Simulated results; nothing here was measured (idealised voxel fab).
Name of the process module below: voxel self aligned vias
FYI the section here is cut, 270 nm wide, cells are 5 nm squares.
Heads up, the way a cross-section reads in here is a grid of square cells, handed over as bands from the top down, with every band being one or more rows of cells. Band entry format. Leading values: height of top, height of bottom, nm. Remainder: materials in left-to-right order, each with its width in nm. Special words: "throughout" on a single material, which then fills the band edge to edge; "air", empty space. Heights are reckoned from 0. Under this level, the received wafer is all of one material. The bottommost band is open-ended downward, for example "top 0, no bottom". A two-number width, for instance "30->40", indicates that the width is equal to the first number in the top row of the band and to the second number in the bottom row, and that it changes by a constant amount per row of cells. The cross-section has no changed cell in any step marked "identical to before". Closed empty spaces (no open way to the top) of 8 cells or more are what "Enclosed internal voids" lists, each as width x height at distance from the left edge, nm for all three. Whatever follows a step's settings on its line is a remark the simulator itself makes about that step. overlay nm: mask right of planned place by this much (step with mask). Neg. = left.
Process steps - plan
step 1: RECEIVE [material Si]
step 2: CONFORMAL_DEP [material SiO2] [thk nm 15]
step 3: CONFORMAL_DEP [material SiCN] [thk nm 5]
step 4: DIRECTIONAL_DEP [material lowk] [thk nm 30]
step 5: DIRECTIONAL_DEP [material aC] [thk nm 10]
step 6: PATTERN [tone open] [mask id LINES] [material resist] [width nm 20] [pitch nm 50] [thk nm 30] [overlay nm 0]
step 7: DIRECTIONAL_ETCH [etch materials aC] [depth nm 10]
step 8: STRIP [etch materials resist]
step 9: DIRECTIONAL_ETCH [etch materials lowk] [depth nm 30]
step 10: STRIP [etch materials aC]
step 11: CONFORMAL_DEP [material TiN] [thk nm 5]
step 12: FILL_DEP [material Ru] [thk nm 10]
step 13: CMP [height nm 50]
step 14: SELECTIVE_ETCH [etch materials W Ru TiN] [depth nm 10]
step 15: FILL_DEP [material SiN] [thk nm 5]
step 16: CMP [height nm 50]
step 17: DIRECTIONAL_DEP [material lowk] [thk nm 20]
step 18: DIRECTIONAL_DEP [material aC] [thk nm 15]
step 19: PATTERN [tone open] [mask id VIAS] [material resist] [width nm 30] [pitch nm 50] [thk nm 35] [overlay nm 0]
step 20: DIRECTIONAL_ETCH [etch materials aC] [depth nm 15]
step 21: STRIP [etch materials resist]
step 22: DIRECTIONAL_ETCH [etch materials lowk] [depth nm 20]
step 23: DIRECTIONAL_ETCH [etch materials SiN] [depth nm 10]
step 24: STRIP [etch materials aC]
step 25: CONFORMAL_DEP [material TiN] [thk nm 5]
step 26: FILL_DEP [material W] [thk nm 10]
step 27: CMP [height nm 70]
step 28: CONFORMAL_DEP [material SiN] [thk nm 5]
Cross-sectional view of the wafer in its as-received condition, corresponding to the state after step 1
  top 0, no bottom  Si throughout
  Enclosed internal voids: none
End-of-module cross-section of the first of two wafers, processed as planned
  top 75, bottom 70  SiN throughout
  top 70, bottom 55  lowk=95, TiN=5, W=20, TiN=5, lowk=20, TiN=5, W=20, TiN=5, lowk=95
  top 55, bottom 45  lowk=95->100, TiN=10->5, W=10, TiN=10->5, lowk=20->30, TiN=10->5, W=10, TiN=10->5, lowk=95->100
  top 45, bottom 40  lowk=100, TiN=20, lowk=30, TiN=20, lowk=100
  top 40, bottom 25  lowk=100, TiN=5, Ru=10, TiN=5, lowk=30, TiN=5, Ru=10, TiN=5, lowk=100
  top 25, bottom 20  lowk=100, TiN=20, lowk=30, TiN=20, lowk=100
  top 20, bottom 15  SiCN throughout
  top 15, bottom 0  SiO2 throughout
  top 0, no bottom  Si throughout
  Enclosed internal voids: none
Now the second wafer, cross-sectioned at the end of the module. Nothing different at the start, nothing different in the plan compared with the first, just one mistake when it was actually run
  top 75, bottom 70  SiN throughout
  top 70, bottom 55  lowk=95, TiN=5, W=20, TiN=5, lowk=20, TiN=5, W=20, TiN=5, lowk=95
  top 55, bottom 45  lowk=95->100, TiN=10->5, W=10, TiN=10->5, lowk=20->30, TiN=10->5, W=10, TiN=10->5, lowk=95->100
  top 45, bottom 40  lowk=100, TiN=20, lowk=30, TiN=20, lowk=100
  top 40, bottom 25  lowk=100, TiN=5, Ru=10, TiN=5, lowk=30, TiN=5, Ru=10, TiN=5, lowk=100
  top 25, bottom 20  lowk=100, TiN=20, lowk=30, TiN=20, lowk=100
  top 20, bottom 5  SiO2 throughout
  top 5, bottom 0  SiCN throughout
  top 0, no bottom  Si throughout
  Enclosed internal voids: none
Here's what went sideways: it was found that steps 2 and 3 of the process plan had been performed in exchanged positions
Final state: per-material cell counts identical on both wafers; locations differ.
